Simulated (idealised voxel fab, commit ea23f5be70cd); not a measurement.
voxel transistor to metal: a process module
Each square cell in cross-section cut measures 5 nm, and the section as a whole is 240 nm wide.
Cross-section spec: square-cell grid; bands listed top down; each band is one or more rows.
Quick guide to a band line: top height, bottom height (nm) up front; then every material left to right with its width in nm. Only one material and it's marked "everywhere"? Then it fills the band edge to edge. And "air" just means empty space.
We count height from 0. Below that, the starting wafer is all one material. The lowest band never ends at the bottom but goes on down; see "from 0 down" for how that is written.
The width entry "30..40" should be interpreted row by row: the top row of cells in the band takes the first number, the bottom row takes the second number, and the change between adjacent rows is uniform throughout.
Basically "nothing changed" means that step didn't change any cell in the cross-section.
You'll see "Enclosed internal voids" listing empty spaces that have no way open to the top, as long as they're 8 cells or more; the notation is width x height at distance, where the distance is from the left edge, and all of it is in nm.
after a step's settings: what the simulator itself notes on the step
The setting "overlay nm" may be written on the line of a step. When the step uses a mask, the value reports how far to the right of the planned place the mask lay, and a negative value reports that it lay to the left.
These are the steps we planned for the process:
step 1: RECEIVE with material Si
step 2: CONFORMAL_DEP with material SiO2, thk nm 5
step 3: CONFORMAL_DEP with material SiN, thk nm 15
step 4: PATTERN with tone cover, mask id ACTIVE, material resist, width nm 95, pitch nm 115, thk nm 15, overlay nm 0
step 5: DIRECTIONAL_ETCH with etch materials SiN, depth nm 15
step 6: DIRECTIONAL_ETCH with etch materials SiO2, depth nm 5
step 7: DIRECTIONAL_ETCH with etch materials Si, depth nm 35
step 8: STRIP with etch materials resist
step 9: OXIDIZE with depth nm 5
step 10: FILL_DEP with material SiO2, thk nm 5
step 11: CMP with height nm 20
step 12: SELECTIVE_ETCH with etch materials SiO2, depth nm 10
step 13: STRIP with etch materials SiN
step 14: SELECTIVE_ETCH with etch materials SiO2, depth nm 5
step 15: OXIDIZE with depth nm 5
step 16: DIRECTIONAL_DEP with material polySi, thk nm 20
step 17: DIRECTIONAL_DEP with material SiCN, thk nm 15
step 18: DIRECTIONAL_DEP with material aC, thk nm 15
step 19: PATTERN with tone cover, mask id GATE, material resist, width nm 15, pitch nm 115, thk nm 30, overlay nm 0
step 20: DIRECTIONAL_ETCH with etch materials aC, depth nm 15
step 21: STRIP with etch materials resist
step 22: DIRECTIONAL_ETCH with etch materials SiCN, depth nm 25
step 23: DIRECTIONAL_ETCH with etch materials polySi, depth nm 30
step 24: STRIP with etch materials aC
step 25: CONFORMAL_DEP with material SiN, thk nm 10
step 26: DIRECTIONAL_ETCH with etch materials SiN, depth nm 10
step 27: DIRECTIONAL_ETCH with etch materials SiO2, depth nm 5
step 28: DIRECTIONAL_ETCH with etch materials Si, depth nm 10
step 29: EPI with material pSi, thk nm 10
step 30: FILL_DEP with material SiO2, thk nm 10
step 31: CMP with height nm 35
step 32: DIRECTIONAL_DEP with material SiO2, thk nm 10
step 33: PATTERN with tone open, mask id CONTACT, material resist, width nm 30, thk nm 15, overlay nm 0
step 34: DIRECTIONAL_ETCH with etch materials SiO2, depth nm 50
step 35: STRIP with etch materials resist
step 36: CONFORMAL_DEP with material TiN, thk nm 5
step 37: FILL_DEP with material Ru, thk nm 5
step 38: CMP with height nm 45
step 39: DIRECTIONAL_DEP with material TiN, thk nm 5
step 40: DIRECTIONAL_DEP with material W, thk nm 15
step 41: MASKED_ETCH with tone cover, mask id METAL_1, width nm 15, etch materials W, depth nm 15, overlay nm 0
step 42: MASKED_ETCH with tone cover, mask id METAL_1, width nm 15, etch materials TiN, depth nm 5, overlay nm 0
step 43: FILL_DEP with material SiO2, thk nm 5
step 44: CMP with height nm 65
step 45: CONFORMAL_DEP with material SiN, thk nm 5
As-received wafer cross-section (after step 1):
    from 0 down  Si everywhere
    Enclosed internal voids: none
first wafer at the end, as planned:
    from 70 to 65  SiN everywhere
    from 65 to 50  SiO2 20; W 15; SiO2 55; W 15; SiO2 30; W 15; SiO2 55; W 15; SiO2 20
    from 50 to 45  SiO2 20; TiN 15; SiO2 55; TiN 15; SiO2 30; TiN 15; SiO2 55; TiN 15; SiO2 20
    from 45 to 35  SiO2 20; TiN 5; Ru 20..15; TiN 5..10; SiO2 25; TiN 5..10; Ru 20..15; TiN 5; SiO2 30; TiN 5; Ru 20..15; TiN 5..10; SiO2 25; TiN 5..10; Ru 20..15; TiN 5; SiO2 20
    from 35 to 20  SiO2 20; TiN 5; Ru 15; TiN 5; SiN 10; SiCN 15; SiN 10; TiN 5; Ru 15; TiN 5; SiO2 30; TiN 5; Ru 15; TiN 5; SiN 10; SiCN 15; SiN 10; TiN 5; Ru 15; TiN 5; SiO2 20
    from 20 to 10  SiO2 20; TiN 5; Ru 15; TiN 5; SiN 10; polySi 15; SiN 10; TiN 5; Ru 15; TiN 5; SiO2 30; TiN 5; Ru 15; TiN 5; SiN 10; polySi 15; SiN 10; TiN 5; Ru 15; TiN 5; SiO2 20
    from 10 to 5  SiO2 20; TiN 5; Ru 5; TiN 15; SiN 10; polySi 15; SiN 10; TiN 15; Ru 5; TiN 5; SiO2 30; TiN 5; Ru 5; TiN 15; SiN 10; polySi 15; SiN 10; TiN 15; Ru 5; TiN 5; SiO2 20
    from 5 to 0  SiO2 10; SiN 10; TiN 5; Ru 5; TiN 5; pSi 10; SiN 10; polySi 15; SiN 10; pSi 10; TiN 5; Ru 5; TiN 5; SiN 10; SiO2 10; SiN 10; TiN 5; Ru 5; TiN 5; pSi 10; SiN 10; polySi 15; SiN 10; pSi 10; TiN 5; Ru 5; TiN 5; SiN 10; SiO2 10
    from 0 to -5  SiO2 20; TiN 15; pSi 10; SiO2 35; pSi 10; TiN 15; SiO2 30; TiN 15; pSi 10; SiO2 35; pSi 10; TiN 15; SiO2 20
    from -5 to -15  SiO2 20; pSi 25; Si 35; pSi 25; SiO2 30; pSi 25; Si 35; pSi 25; SiO2 20
    from -15 to -40  SiO2 20; Si 85; SiO2 30; Si 85; SiO2 20
    from -40 down  Si everywhere
    Enclosed internal voids: none
Wafer two, sectioned after the module: the first wafer's start, the first wafer's plan, and one mistake in how it was run:
    from 70 to 65  SiN everywhere
    from 65 to 50  SiO2 20; W 15; SiO2 55; W 15; SiO2 30; W 15; SiO2 55; W 15; SiO2 20
    from 50 to 45  SiO2 20; TiN 15; SiO2 55; TiN 15; SiO2 30; TiN 15; SiO2 55; TiN 15; SiO2 20
    from 45 to 35  SiO2 15; TiN 5; Ru 20; TiN 5; SiO2 25; TiN 5..15; Ru 20..10; TiN 5; SiO2 30; TiN 5; Ru 20; TiN 5; SiO2 25; TiN 5..15; Ru 20..10; TiN 5; SiO2 25
    from 35 to 20  SiO2 15; TiN 5; Ru 20; TiN 5; SiN 10; SiCN 15; SiN 10; TiN 5; Ru 10; TiN 5; SiO2 30; TiN 5; Ru 20; TiN 5; SiN 10; SiCN 15; SiN 10; TiN 5; Ru 10; TiN 5; SiO2 25
    from 20 to 10  SiO2 15; TiN 5; Ru 20; TiN 5; SiN 10; polySi 15; SiN 10; TiN 5; Ru 10; TiN 5; SiO2 30; TiN 5; Ru 20; TiN 5; SiN 10; polySi 15; SiN 10; TiN 5; Ru 10; TiN 5; SiO2 25
    from 10 to 5  SiO2 15; TiN 10; Ru 5; TiN 15; SiN 10; polySi 15; SiN 10; TiN 20; SiO2 30; TiN 10; Ru 5; TiN 15; SiN 10; polySi 15; SiN 10; TiN 20; SiO2 25
    from 5 to 0  SiO2 10; SiN 10; TiN 5; Ru 5; TiN 5; pSi 10; SiN 10; polySi 15; SiN 10; pSi 10; TiN 10; SiO2 5; SiN 10; SiO2 10; SiN 10; TiN 5; Ru 5; TiN 5; pSi 10; SiN 10; polySi 15; SiN 10; pSi 10; TiN 10; SiO2 5; SiN 10; SiO2 10
    from 0 to -5  SiO2 20; TiN 15; pSi 10; SiO2 35; pSi 10; TiN 10; SiO2 35; TiN 15; pSi 10; SiO2 35; pSi 10; TiN 10; SiO2 25
    from -5 to -15  SiO2 20; pSi 25; Si 35; pSi 25; SiO2 30; pSi 25; Si 35; pSi 25; SiO2 20
    from -15 to -40  SiO2 20; Si 85; SiO2 30; Si 85; SiO2 20
    from -40 down  Si everywhere
    Enclosed internal voids: none
Heads up, the wafer didn't run the way we planned it: step 33 deviated from plan and actually ran as PATTERN with tone open, mask id CONTACT, material resist, width nm 30, thk nm 15, overlay nm -5
Counted in cells at the end, the second wafer holds more or fewer of these materials than the first: -4 Ru | +4 SiO2
